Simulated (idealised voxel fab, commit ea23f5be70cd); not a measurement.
Process module heading - voxel local oxidation
The cross-section on display is named cut; it measures 300 nm wide, and its cells are 5 nm squares.
Cross-section format: a grid of square cells, given as bands from top to bottom; each band is one or more rows of cells. Each band's line starts with the height of the band's top and of its bottom, in nm. Then come its materials from left to right, each with its width in nm. One material with "full width" fills the band from edge to edge. "blank" is empty space. Heights from 0 (as-received wafer is one material below). Bottom band endless downward, as "0 down". A width given as "30..40" starts at the first number in the band's top row and ends at the second number in its bottom row, shifting by an equal amount at every step from row to row. A step reported as "all unchanged" is a step in which no cell of the cross-section changed. "Enclosed internal voids" enumerates empty spaces isolated from the top, with no open way to it, that contain at least 8 cells, giving each as width x height at distance from the left edge, all three in nm. It should be noted that, on the line of a given step, the content following the step's settings is a remark produced by the simulator itself with respect to that step. Among the settings permitted on a step's line is "overlay nm"; applied to a step with a mask, it specifies the extent to which the mask lay to the right of its planned position, whereas a negative figure signifies a position to the left.

This section lists the process steps that were planned
1) RECEIVE, material Si
2) CONFORMAL_DEP, material SiO2, thk nm 5
3) CONFORMAL_DEP, material SiN, thk nm 15
4) PATTERN, tone cover, mask id ACTIVE, material resist, width nm 100, thk nm 15, overlay nm 0
5) DIRECTIONAL_ETCH, etch materials SiN, depth nm 15
6) STRIP, etch materials resist
7) SELECTIVE_ETCH, etch materials SiO2, depth nm 5
8) OXIDIZE, depth nm 10
9) STRIP, etch materials SiN

Account of the first of two wafers, which was processed as intended

Cross-sectional view of the wafer in its as-received condition, corresponding to the state after step 1
* 0 down: Si full width
* Enclosed internal voids: none

Step 2 complete: cross-section through the wafer
* 5 to 0: SiO2 full width
* Nothing below the height 0 has changed.

Step 3 complete: cross-section through the wafer
* 20 to 5: SiN full width
* Nothing below the height 5 has changed.

Step 4 complete: cross-section through the wafer
* 35 to 20: blank: 100  resist: 100  blank: 100
* Nothing below the height 20 has changed.

Step 5 complete: cross-section through the wafer
* 35 to 20: blank: 100  resist: 100  blank: 100
* 20 to 5: blank: 100  SiN: 100  blank: 100
* Nothing below the height 5 has changed.

Step 6 complete: cross-section through the wafer
* 20 to 5: blank: 100  SiN: 100  blank: 100
* Nothing below the height 5 has changed.

Step 7 complete: cross-section through the wafer
* 20 to 5: blank: 100  SiN: 100  blank: 100
* 5 to 0: blank: 105  SiO2: 90  blank: 105
* Nothing below the height 0 has changed.

Step 8 complete: cross-section through the wafer
* 20 to 5: blank: 100  SiN: 100  blank: 100
* 5 to 0: blank: 105  SiO2: 90  blank: 105
* 0 to -10: SiO2: 115  Si: 70  SiO2: 115
* Nothing below the height -10 has changed.

Step 9 complete: cross-section through the wafer
* 5 to 0: blank: 105  SiO2: 90  blank: 105
* Nothing below the height 0 has changed.

Second wafer, same starting state and plan as the first, one mistake in the run, identical through step 8

Cross-sectional representation of the second wafer at the time designated in the plan for the completion of step 9
* 5 to 0: blank: 105  SiO2: 90  blank: 105
* Nothing below the height 0 has changed.
What broke from the plan during processing? step 9 was run twice
Since the two wafers finish with cross-sections that are the same, nothing this model computes is changed by the mistake.
